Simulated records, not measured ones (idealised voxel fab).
Name of the process module below: voxel capacitor over wiring
Xsec cut, 200 nm wide, square cell size 5 nm.
Notation: cross-section as square-cell grid; stated in bands, top first, going down; one or more cell rows per band.
Per band: top height and bottom height in nm, followed by the left-to-right materials and their widths in nm; "all across" marks a single material spanning edge to edge, "empty" marks empty space.
A quick word on heights: they are counted from 0, and under that level the wafer as it came to us is one material throughout. The lowest band is different from the rest in having no bottom; it simply continues downward, written as in "0..down".
Think of "30->40" as a width that walks from the first number to the second as you go down the band, top row to bottom row, taking equal-sized steps from row to row.
Where the words "no change" appear for a step, the cross-section shows no cell changed by that step; every cell remained as before.
Closed void entries: empty space of 8 cells or more with no open way to the top, each as width x height at its distance from the left edge, in nm
Past the settings on a step's line: simulator remark, on that step.
The line of a step may include "overlay nm". On a step with a mask, this value is how far to the right of its planned place the mask lay. A negative value means the mask lay to the left.

Process steps - plan
1. RECEIVE,material Si
2. CONFORMAL_DEP,material SiO2,thk nm 15
3. CONFORMAL_DEP,material SiCN,thk nm 5
4. DIRECTIONAL_DEP,material lowk,thk nm 20
5. PATTERN,tone open,mask id METAL_1,material resist,width nm 20,pitch nm 70,thk nm 20,overlay nm 0
6. DIRECTIONAL_ETCH,etch materials lowk,depth nm 20
7. DIRECTIONAL_ETCH,etch materials SiCN,depth nm 5
8. STRIP,etch materials resist
9. CONFORMAL_DEP,material TiN,thk nm 5
10. FILL_DEP,material Cu,thk nm 10
11. CMP,height nm 40
12. CONFORMAL_DEP,material SiCN,thk nm 5
13. DIRECTIONAL_DEP,material lowk,thk nm 10
14. PATTERN,tone open,mask id PLUG_1,material resist,width nm 15,thk nm 15,overlay nm 0
15. DIRECTIONAL_ETCH,etch materials lowk,depth nm 10
16. DIRECTIONAL_ETCH,etch materials SiCN,depth nm 5
17. STRIP,etch materials resist
18. EPI,material Ru,thk nm 10
19. EPI,material Ru,thk nm 5
20. DIRECTIONAL_DEP,material TiN,thk nm 5
21. DIRECTIONAL_DEP,material SiN,thk nm 5
22. DIRECTIONAL_DEP,material TiN,thk nm 5
23. DIRECTIONAL_DEP,material aC,thk nm 10
24. PATTERN,tone cover,mask id UPPER_PLATE,material resist,width nm 55,thk nm 30,overlay nm 0
25. DIRECTIONAL_ETCH,etch materials aC,depth nm 10
26. STRIP,etch materials resist
27. DIRECTIONAL_ETCH,etch materials TiN,depth nm 5
28. DIRECTIONAL_ETCH,etch materials SiN,depth nm 5
29. STRIP,etch materials aC
30. MASKED_ETCH,tone cover,mask id LOWER_PLATE,width nm 65,etch materials TiN,depth nm 5,overlay nm 0
31. FILL_DEP,material SiO2,thk nm 15
32. CMP,height nm 80
33. PATTERN,tone open,mask id PLUG_2,material resist,width nm 15,thk nm 20,overlay nm 0
34. DIRECTIONAL_ETCH,etch materials SiO2,depth nm 10
35. STRIP,etch materials resist
36. CONFORMAL_DEP,material TiN,thk nm 5
37. FILL_DEP,material Cu,thk nm 10
38. CMP,height nm 80
39. CONFORMAL_DEP,material SiN,thk nm 5

What follows covers the first of two wafers; it ran as planned

Cross-sectional view of the wafer in its as-received condition, corresponding to the state after step 1
0..down | Si all across
Closed void entries: none

How the wafer stands in section after step 2
15..0 | SiO2 all across
Under 0: no change, same as before.

How the wafer stands in section after step 3
20..15 | SiCN all across
Under 15: no change, same as before.

How the wafer stands in section after step 4
40..20 | lowk all across
Under 20: no change, same as before.

How the wafer stands in section after step 5
60..40 | resist 55; empty 20; resist 50; empty 20; resist 55
Under 40: no change, same as before.

How the wafer stands in section after step 6
60..40 | resist 55; empty 20; resist 50; empty 20; resist 55
40..20 | lowk 55; empty 20; lowk 50; empty 20; lowk 55
Under 20: no change, same as before.

How the wafer stands in section after step 7
60..40 | resist 55; empty 20; resist 50; empty 20; resist 55
40..20 | lowk 55; empty 20; lowk 50; empty 20; lowk 55
20..15 | SiCN 55; empty 20; SiCN 50; empty 20; SiCN 55
Under 15: no change, same as before.

How the wafer stands in section after step 8
40..20 | lowk 55; empty 20; lowk 50; empty 20; lowk 55
Under 20: no change, same as before.

How the wafer stands in section after step 9
45..40 | TiN 60; empty 10; TiN 60; empty 10; TiN 60
40..20 | lowk 55; TiN 5; empty 10; TiN 5; lowk 50; TiN 5; empty 10; TiN 5; lowk 55
20..15 | SiCN 55; TiN 20; SiCN 50; TiN 20; SiCN 55
Under 15: no change, same as before.

How the wafer stands in section after step 10
55..45 | Cu all across
45..40 | TiN 60; Cu 10; TiN 60; Cu 10; TiN 60
40..20 | lowk 55; TiN 5; Cu 10; TiN 5; lowk 50; TiN 5; Cu 10; TiN 5; lowk 55
Under 20: no change, same as before.

How the wafer stands in section after step 11
40..20 | lowk 55; TiN 5; Cu 10; TiN 5; lowk 50; TiN 5; Cu 10; TiN 5; lowk 55
Under 20: no change, same as before.

How the wafer stands in section after step 12
45..40 | SiCN all across
Under 40: no change, same as before.

How the wafer stands in section after step 13
55..45 | lowk all across
Under 45: no change, same as before.

How the wafer stands in section after step 14
70..55 | resist 60; empty 15; resist 125
Under 55: no change, same as before.

How the wafer stands in section after step 15
70..55 | resist 60; empty 15; resist 125
55..45 | lowk 60; empty 15; lowk 125
Under 45: no change, same as before.

How the wafer stands in section after step 16
70..55 | resist 60; empty 15; resist 125
55..45 | lowk 60; empty 15; lowk 125
45..40 | SiCN 60; empty 15; SiCN 125
Under 40: no change, same as before.

How the wafer stands in section after step 17
55..45 | lowk 60; empty 15; lowk 125
Under 45: no change, same as before.

How the wafer stands in section after step 18
55..50 | lowk 60; empty 15; lowk 125
50..45 | lowk 60; Ru 15; lowk 125
45..40 | SiCN 60; Ru 15; SiCN 125
Under 40: no change, same as before.

How the wafer stands in section after step 19
55..45 | lowk 60; Ru 15; lowk 125
Under 45: no change, same as before.

How the wafer stands in section after step 20
60..55 | TiN all across
Under 55: no change, same as before.

How the wafer stands in section after step 21
65..60 | SiN all across
Under 60: no change, same as before.

How the wafer stands in section after step 22
70..65 | TiN all across
Under 65: no change, same as before.

How the wafer stands in section after step 23
80..70 | aC all across
Under 70: no change, same as before.

How the wafer stands in section after step 24
110..80 | empty 60; resist 55; empty 85
Under 80: no change, same as before.

How the wafer stands in section after step 25
100..80 | empty 60; resist 55; empty 85
80..70 | empty 60; aC 55; empty 85
Under 70: no change, same as before.

How the wafer stands in section after step 26
80..70 | empty 60; aC 55; empty 85
Under 70: no change, same as before.

How the wafer stands in section after step 27
80..70 | empty 60; aC 55; empty 85
70..65 | empty 60; TiN 55; empty 85
Under 65: no change, same as before.

How the wafer stands in section after step 28
80..70 | empty 60; aC 55; empty 85
70..65 | empty 60; TiN 55; empty 85
65..60 | empty 60; SiN 55; empty 85
Under 60: no change, same as before.

How the wafer stands in section after step 29
70..65 | empty 60; TiN 55; empty 85
Under 65: no change, same as before.

How the wafer stands in section after step 30
70..65 | empty 60; TiN 55; empty 85
65..60 | empty 60; SiN 55; empty 85
60..55 | empty 55; TiN 65; empty 80
Under 55: no change, same as before.

How the wafer stands in section after step 31
85..70 | SiO2 all across
70..65 | SiO2 60; TiN 55; SiO2 85
65..60 | SiO2 60; SiN 55; SiO2 85
60..55 | SiO2 55; TiN 65; SiO2 80
Under 55: no change, same as before.

How the wafer stands in section after step 32
80..70 | SiO2 all across
Under 70: no change, same as before.

How the wafer stands in section after step 33
100..80 | resist 70; empty 15; resist 115
Under 80: no change, same as before.

How the wafer stands in section after step 34
100..80 | resist 70; empty 15; resist 115
80..70 | SiO2 70; empty 15; SiO2 115
Under 70: no change, same as before.

How the wafer stands in section after step 35
80..70 | SiO2 70; empty 15; SiO2 115
Under 70: no change, same as before.

How the wafer stands in section after step 36
85..80 | TiN 75; empty 5; TiN 120
80..75 | SiO2 70; TiN 5; empty 5; TiN 5; SiO2 115
75..65 | SiO2 70->60; TiN 15->55; SiO2 115->85
Under 65: no change, same as before.

How the wafer stands in section after step 37
95..85 | Cu all across
85..80 | TiN 75; Cu 5; TiN 120
80..75 | SiO2 70; TiN 5; Cu 5; TiN 5; SiO2 115
Under 75: no change, same as before.

How the wafer stands in section after step 38
80..75 | SiO2 70; TiN 5; Cu 5; TiN 5; SiO2 115
Under 75: no change, same as before.

How the wafer stands in section after step 39
85..80 | SiN all across
Under 80: no change, same as before.

For the second wafer, take the first wafer's start and plan, then add one mistake made in running it; everything through step 13, that step included, is shared with the first

When step 14 should have ended
70..55 | resist 50; empty 15; resist 135
Under 55: no change, same as before.

When step 15 should have ended
70..55 | resist 50; empty 15; resist 135
55..45 | lowk 50; empty 15; lowk 135
Under 45: no change, same as before.

When step 16 should have ended
70..55 | resist 50; empty 15; resist 135
55..45 | lowk 50; empty 15; lowk 135
45..40 | SiCN 50; empty 15; SiCN 135
Under 40: no change, same as before.

When step 17 should have ended
55..45 | lowk 50; empty 15; lowk 135
Under 45: no change, same as before.

When step 18 should have ended
55..50 | lowk 50; empty 15; lowk 135
50..45 | lowk 50; Ru 15; lowk 135
45..40 | SiCN 50; Ru 15; SiCN 135
Under 40: no change, same as before.

When step 19 should have ended
55..45 | lowk 50; Ru 15; lowk 135
Under 45: no change, same as before.

When step 20 should have ended
60..55 | TiN all across
Under 55: no change, same as before.

When step 21 should have ended
65..60 | SiN all across
Under 60: no change, same as before.

When step 22 should have ended
70..65 | TiN all across
Under 65: no change, same as before.

When step 23 should have ended
80..70 | aC all across
Under 70: no change, same as before.

When step 24 should have ended
110..80 | empty 60; resist 55; empty 85
Under 80: no change, same as before.

When step 25 should have ended
100..80 | empty 60; resist 55; empty 85
80..70 | empty 60; aC 55; empty 85
Under 70: no change, same as before.

When step 26 should have ended
80..70 | empty 60; aC 55; empty 85
Under 70: no change, same as before.

When step 27 should have ended
80..70 | empty 60; aC 55; empty 85
70..65 | empty 60; TiN 55; empty 85
Under 65: no change, same as before.

When step 28 should have ended
80..70 | empty 60; aC 55; empty 85
70..65 | empty 60; TiN 55; empty 85
65..60 | empty 60; SiN 55; empty 85
Under 60: no change, same as before.

When step 29 should have ended
70..65 | empty 60; TiN 55; empty 85
Under 65: no change, same as before.

When step 30 should have ended
70..65 | empty 60; TiN 55; empty 85
65..60 | empty 60; SiN 55; empty 85
60..55 | empty 55; TiN 65; empty 80
Under 55: no change, same as before.

When step 31 should have ended
85..70 | SiO2 all across
70..65 | SiO2 60; TiN 55; SiO2 85
65..60 | SiO2 60; SiN 55; SiO2 85
60..55 | SiO2 55; TiN 65; SiO2 80
Under 55: no change, same as before.

When step 32 should have ended
80..70 | SiO2 all across
Under 70: no change, same as before.

When step 33 should have ended
100..80 | resist 70; empty 15; resist 115
Under 80: no change, same as before.

When step 34 should have ended
100..80 | resist 70; empty 15; resist 115
80..70 | SiO2 70; empty 15; SiO2 115
Under 70: no change, same as before.

When step 35 should have ended
80..70 | SiO2 70; empty 15; SiO2 115
Under 70: no change, same as before.

When step 36 should have ended
85..80 | TiN 75; empty 5; TiN 120
80..75 | SiO2 70; TiN 5; empty 5; TiN 5; SiO2 115
75..65 | SiO2 70->60; TiN 15->55; SiO2 115->85
Under 65: no change, same as before.

When step 37 should have ended
95..85 | Cu all across
85..80 | TiN 75; Cu 5; TiN 120
80..75 | SiO2 70; TiN 5; Cu 5; TiN 5; SiO2 115
Under 75: no change, same as before.

When step 38 should have ended
80..75 | SiO2 70; TiN 5; Cu 5; TiN 5; SiO2 115
Under 75: no change, same as before.

When step 39 should have ended
85..80 | SiN all across
Under 80: no change, same as before.
Where did the run depart from the plan? step 14 was processed under conditions differing from the plan, specifically as PATTERN,tone open,mask id PLUG_1,material resist,width nm 15,thk nm 15,overlay nm -10
Final wafers compared: equal cell tally per material, rearranged layout.
